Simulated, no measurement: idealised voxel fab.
process module | voxel capacitor over wiring
cross-section cut | 295 nm wide | cells 5 nm
A cross-section is a grid of square cells, given in bands from the top down. A band is one or more rows of cells.
Each band's line starts with the height of the band's top and of its bottom, in nm. Then come its materials from left to right, each with its width in nm. One material with "throughout" fills the band from edge to edge. "air" is empty space.
Height 0 is the level under which the wafer as received is all one material. The lowest band goes on downwards, as in "0 down".
A width such as "30 to 40" changes by the same amount from each row of cells to the next, from the band's top row to its bottom row.
"no change" after a step means that no cell of the cross-section changed.
closed voids: empty space of 8 cells or more with no open way to the top, each as width x height at its distance from the left edge, in nm
after a step's settings: what the simulator itself notes on the step
overlay nm, on a step with a mask: how far to the right of its planned place the mask lay; to the left if negative
plan
1 op RECEIVE | material Si
2 op CONFORMAL_DEP | material SiO2 | thk nm 15
3 op DIRECTIONAL_DEP | material TiN | thk nm 5
4 op DIRECTIONAL_DEP | material W | thk nm 15
5 op PATTERN | tone cover | mask id METAL_1 | material resist | width nm 25 | pitch nm 95 | thk nm 15 | overlay nm 0
6 op DIRECTIONAL_ETCH | etch materials W | depth nm 15
7 op DIRECTIONAL_ETCH | etch materials TiN | depth nm 5
8 op STRIP | etch materials resist
9 op CONFORMAL_DEP | material SiCN | thk nm 5
10 op FILL_DEP | material SiO2 | thk nm 5
11 op CMP | height nm 35
12 op CONFORMAL_DEP | material SiCN | thk nm 5
13 op DIRECTIONAL_DEP | material lowk | thk nm 15
14 op MASKED_ETCH | tone open | mask id PLUG_1 | width nm 15 | etch materials lowk | depth nm 15 | overlay nm 0
15 op MASKED_ETCH | tone open | mask id PLUG_1 | width nm 15 | etch materials SiCN | depth nm 5 | overlay nm 0
16 op CONFORMAL_DEP | material TiN | thk nm 5
17 op FILL_DEP | material Ru | thk nm 5
18 op CMP | height nm 55
19 op DIRECTIONAL_DEP | material TiN | thk nm 5
20 op DIRECTIONAL_DEP | material Al2O3 | thk nm 5
21 op DIRECTIONAL_DEP | material TiN | thk nm 5
22 op DIRECTIONAL_DEP | material aC | thk nm 15
23 op PATTERN | tone cover | mask id UPPER_PLATE | material resist | width nm 75 | thk nm 35 | overlay nm 0
24 op DIRECTIONAL_ETCH | etch materials aC | depth nm 15
25 op STRIP | etch materials resist
26 op DIRECTIONAL_ETCH | etch materials TiN | depth nm 5
27 op DIRECTIONAL_ETCH | etch materials Al2O3 | depth nm 5
28 op STRIP | etch materials aC
29 op DIRECTIONAL_DEP | material aC | thk nm 10
30 op PATTERN | tone cover | mask id LOWER_PLATE | material resist | width nm 85 | thk nm 25 | overlay nm 0
31 op DIRECTIONAL_ETCH | etch materials aC | depth nm 10
32 op STRIP | etch materials resist
33 op DIRECTIONAL_ETCH | etch materials TiN | depth nm 5
34 op STRIP | etch materials aC
35 op FILL_DEP | material SiO2 | thk nm 20
36 op CMP | height nm 85
37 op PATTERN | tone open | mask id PLUG_2 | material resist | width nm 15 | thk nm 20 | overlay nm 0
38 op DIRECTIONAL_ETCH | etch materials SiO2 | depth nm 15
39 op STRIP | etch materials resist
40 op CONFORMAL_DEP | material TiN | thk nm 5
41 op FILL_DEP | material W | thk nm 5
42 op CMP | height nm 85
43 op CONFORMAL_DEP | material SiN | thk nm 5
as received, after step 1
  0 down: Si throughout
  closed voids: none
first wafer at the end, as planned
  90 to 85: SiN throughout
  85 to 75: SiO2 105 | TiN 5 | W 5 | TiN 5 | SiO2 175
  75 to 65: SiO2 105 to 95 | TiN 15 to 75 | SiO2 175 to 125
  65 to 60: SiO2 95 | Al2O3 75 | SiO2 125
  60 to 55: SiO2 90 | TiN 85 | SiO2 120
  55 to 40: lowk 95 | TiN 5 | Ru 5 | TiN 5 | lowk 185
  40 to 35: SiCN 95 | TiN 15 | SiCN 185
  35 to 20: SiO2 80 | SiCN 5 | W 25 | SiCN 5 | SiO2 60 | SiCN 5 | W 25 | SiCN 5 | SiO2 85
  20 to 15: SiCN 85 | TiN 25 | SiCN 70 | TiN 25 | SiCN 90
  15 to 0: SiO2 throughout
  0 down: Si throughout
  closed voids: none
second wafer at the end: like start, like plan, one mistake
  90 to 85: SiN throughout
  85 to 75: SiO2 105 | TiN 5 | W 5 | TiN 5 | SiO2 175
  75 to 65: SiO2 105 to 95 | TiN 15 to 75 | SiO2 175 to 125
  65 to 60: SiO2 95 | Al2O3 75 | SiO2 125
  60 to 55: SiO2 90 | TiN 85 | SiO2 120
  55 to 40: lowk 95 | TiN 5 | Ru 5 | TiN 5 | lowk 185
  40 to 35: SiCN 95 | TiN 15 | SiCN 185
  35 to 30: SiCN 85 | TiN 25 | SiCN 70 | TiN 25 | SiCN 90
  30 to 0: SiO2 throughout
  0 down: Si throughout
  closed voids: none
what went wrong: step 2 was run twice
at the end the second wafer has, in cells: 12 fewer of SiCN | 42 more of SiO2 | 30 fewer of W
